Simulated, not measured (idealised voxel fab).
Process module heading - voxel double patterning
Section shown: cut. Width: 255 nm. Cell size: 5 nm, square.
For the purposes of this document, a cross-section shall be understood as a grid of square cells, specified as bands listed in top-to-bottom order, each band consisting of one or more rows of cells. Look at the band entry: it leads with the top's height and the bottom's height in nm. Then it lists the materials left to right, with a width in nm for each. The word "everywhere" on a single material says that material fills the band edge to edge. The word "air" is empty space. All heights in this document are referenced to 0, defined as the level beneath which the wafer, as received, consists entirely of one material. The lowest band is not bounded below; it extends indefinitely downward and is written in the form "0 nm and below". With a width like "30->40", each row of cells in the band differs from the next by the same amount, the top row carrying the first number and the bottom row the second. It should be understood that the words "no change occurred", when stated for a given step, signify that the cross-section underwent no change in any of its cells during that step. Empty spaces without an open route to the top, at least 8 cells in extent, make up the entry "Cavities, closed"; each is given as width x height at distance, where the distance is measured from the left edge, and all are in nm. Where a step's line continues beyond its settings, the continuation is a remark by the simulator itself on that step. Among the settings permitted on a step's line is "overlay nm"; applied to a step with a mask, it specifies the extent to which the mask lay to the right of its planned position, whereas a negative figure signifies a position to the left.

[These are the steps we planned for the process]
1,RECEIVE with material Si
2,CONFORMAL_DEP with material SiN, thk nm 5
3,DIRECTIONAL_DEP with material SiO2, thk nm 10
4,DIRECTIONAL_DEP with material SiCN, thk nm 10
5,MASKED_ETCH with tone open, mask id FIRST, width nm 15, pitch nm 50, etch materials SiCN, depth nm 10, overlay nm 0
6,DIRECTIONAL_DEP with material aC, thk nm 10
7,PATTERN with tone open, mask id SECOND, material resist, width nm 15, pitch nm 50, thk nm 25, overlay nm 0
8,DIRECTIONAL_ETCH with etch materials aC, depth nm 10
9,STRIP with etch materials resist
10,DIRECTIONAL_ETCH with etch materials SiCN, depth nm 10
11,STRIP with etch materials aC
12,DIRECTIONAL_ETCH with etch materials SiO2, depth nm 10
13,STRIP with etch materials SiCN

[Incoming wafer, cross-sectional view, post step 1]
  0 nm and below  Si everywhere
  Cavities, closed: none

[Cross-section, first of two wafers, end of module, run as planned]
  15 nm to 5 nm  70 nm SiO2, 15 nm air, 10 nm SiO2, 15 nm air, 10 nm SiO2, 15 nm air, 10 nm SiO2, 15 nm air, 10 nm SiO2, 15 nm air, 70 nm SiO2
  5 nm to 0 nm  SiN everywhere
  0 nm and below  Si everywhere
  Cavities, closed: none

[Second wafer cross-section at end of module - shared start and plan with the first, one mistake in the run]
  15 nm to 5 nm  65 nm SiO2, 15 nm air, 15 nm SiO2, 15 nm air, 5 nm SiO2, 15 nm air, 15 nm SiO2, 15 nm air, 5 nm SiO2, 15 nm air, 75 nm SiO2
  5 nm to 0 nm  SiN everywhere
  0 nm and below  Si everywhere
  Cavities, closed: none
What went wrong in running the wafer? not per plan at step 5, really ran MASKED_ETCH with tone open, mask id FIRST, width nm 15, pitch nm 50, etch materials SiCN, depth nm 10, overlay nm -5
At the end, each material covers as many cells on the second wafer as it does on the first, though the cells it covers are elsewhere.
